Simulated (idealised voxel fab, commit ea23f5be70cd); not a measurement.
process module | voxel capacitor over wiring
cross-section cut | 220 nm wide | cells 5 nm
A cross-section is a grid of square cells, given in bands from the top down. A band is one or more rows of cells.
Each band's line starts with the height of the band's top and of its bottom, in nm. Then come its materials from left to right, each with its width in nm. One material with "throughout" fills the band from edge to edge. "air" is empty space.
Height 0 is the level under which the wafer as received is all one material. The lowest band goes on downwards, as in "0 down".
A width such as "30 to 40" changes by the same amount from each row of cells to the next, from the band's top row to its bottom row.
"no change" after a step means that no cell of the cross-section changed.
closed voids: empty space of 8 cells or more with no open way to the top, each as width x height at its distance from the left edge, in nm
after a step's settings: what the simulator itself notes on the step
overlay nm, on a step with a mask: how far to the right of its planned place the mask lay; to the left if negative
plan
1 op RECEIVE | material Si
2 op CONFORMAL_DEP | material SiO2 | thk nm 10
3 op CONFORMAL_DEP | material SiCN | thk nm 5
4 op DIRECTIONAL_DEP | material lowk | thk nm 20
5 op DIRECTIONAL_DEP | material aC | thk nm 15
6 op PATTERN | tone open | mask id METAL_1 | material resist | width nm 30 | pitch nm 90 | thk nm 30 | overlay nm 0
7 op DIRECTIONAL_ETCH | etch materials aC | depth nm 15
8 op STRIP | etch materials resist
9 op DIRECTIONAL_ETCH | etch materials lowk | depth nm 20
10 op DIRECTIONAL_ETCH | etch materials SiCN | depth nm 5
11 op STRIP | etch materials aC
12 op CONFORMAL_DEP | material TiN | thk nm 5
13 op FILL_DEP | material Cu | thk nm 10
14 op CMP | height nm 35
15 op CONFORMAL_DEP | material SiCN | thk nm 5
16 op DIRECTIONAL_DEP | material lowk | thk nm 10
17 op PATTERN | tone open | mask id PLUG_1 | material resist | width nm 15 | thk nm 15 | overlay nm 0
18 op DIRECTIONAL_ETCH | etch materials lowk | depth nm 10
19 op DIRECTIONAL_ETCH | etch materials SiCN | depth nm 5
20 op STRIP | etch materials resist
21 op CONFORMAL_DEP | material TiN | thk nm 5
22 op FILL_DEP | material Ru | thk nm 5
23 op CMP | height nm 50
24 op DIRECTIONAL_DEP | material TiN | thk nm 10
25 op DIRECTIONAL_DEP | material SiN | thk nm 5
26 op DIRECTIONAL_DEP | material TiN | thk nm 10
27 op DIRECTIONAL_DEP | material aC | thk nm 15
28 op PATTERN | tone cover | mask id UPPER_PLATE | material resist | width nm 65 | thk nm 35 | overlay nm 0
29 op DIRECTIONAL_ETCH | etch materials aC | depth nm 15
30 op STRIP | etch materials resist
31 op DIRECTIONAL_ETCH | etch materials TiN | depth nm 10
32 op DIRECTIONAL_ETCH | etch materials SiN | depth nm 5
33 op STRIP | etch materials aC
34 op PATTERN | tone cover | mask id LOWER_PLATE | material resist | width nm 75 | thk nm 20 | overlay nm 0
35 op DIRECTIONAL_ETCH | etch materials TiN | depth nm 10
36 op STRIP | etch materials resist
37 op FILL_DEP | material SiO2 | thk nm 15
38 op CMP | height nm 85
39 op DIRECTIONAL_DEP | material aC | thk nm 15
40 op PATTERN | tone open | mask id PLUG_2 | material resist | width nm 15 | thk nm 30 | overlay nm 0
41 op DIRECTIONAL_ETCH | etch materials aC | depth nm 15
42 op STRIP | etch materials resist
43 op DIRECTIONAL_ETCH | etch materials SiO2 | depth nm 10
44 op STRIP | etch materials aC
45 op CONFORMAL_DEP | material TiN | thk nm 5
46 op FILL_DEP | material Ru | thk nm 10
47 op CMP | height nm 85
48 op CONFORMAL_DEP | material SiN | thk nm 5
varied across the wafers: width nm of step 17. The plan shows the first wafer's value. All wafers start alike
first wafer as received, after step 1
  0 down: Si throughout
  closed voids: none
each wafer at the end: cells of each material gained (+) or lost (-) since it was received, then its closed voids
width nm 15 | +32 Cu | +3 Ru | +73 SiCN | +57 SiN | +321 SiO2 | +96 TiN | +210 lowk | closed voids: none
width nm 20 | +32 Cu | +5 Ru | +72 SiCN | +57 SiN | +321 SiO2 | +97 TiN | +208 lowk | closed voids: none
width nm 25 | +32 Cu | +7 Ru | +71 SiCN | +57 SiN | +321 SiO2 | +98 TiN | +206 lowk | closed voids: none
width nm 30 | +32 Cu | +9 Ru | +70 SiCN | +57 SiN | +321 SiO2 | +99 TiN | +204 lowk | closed voids: none
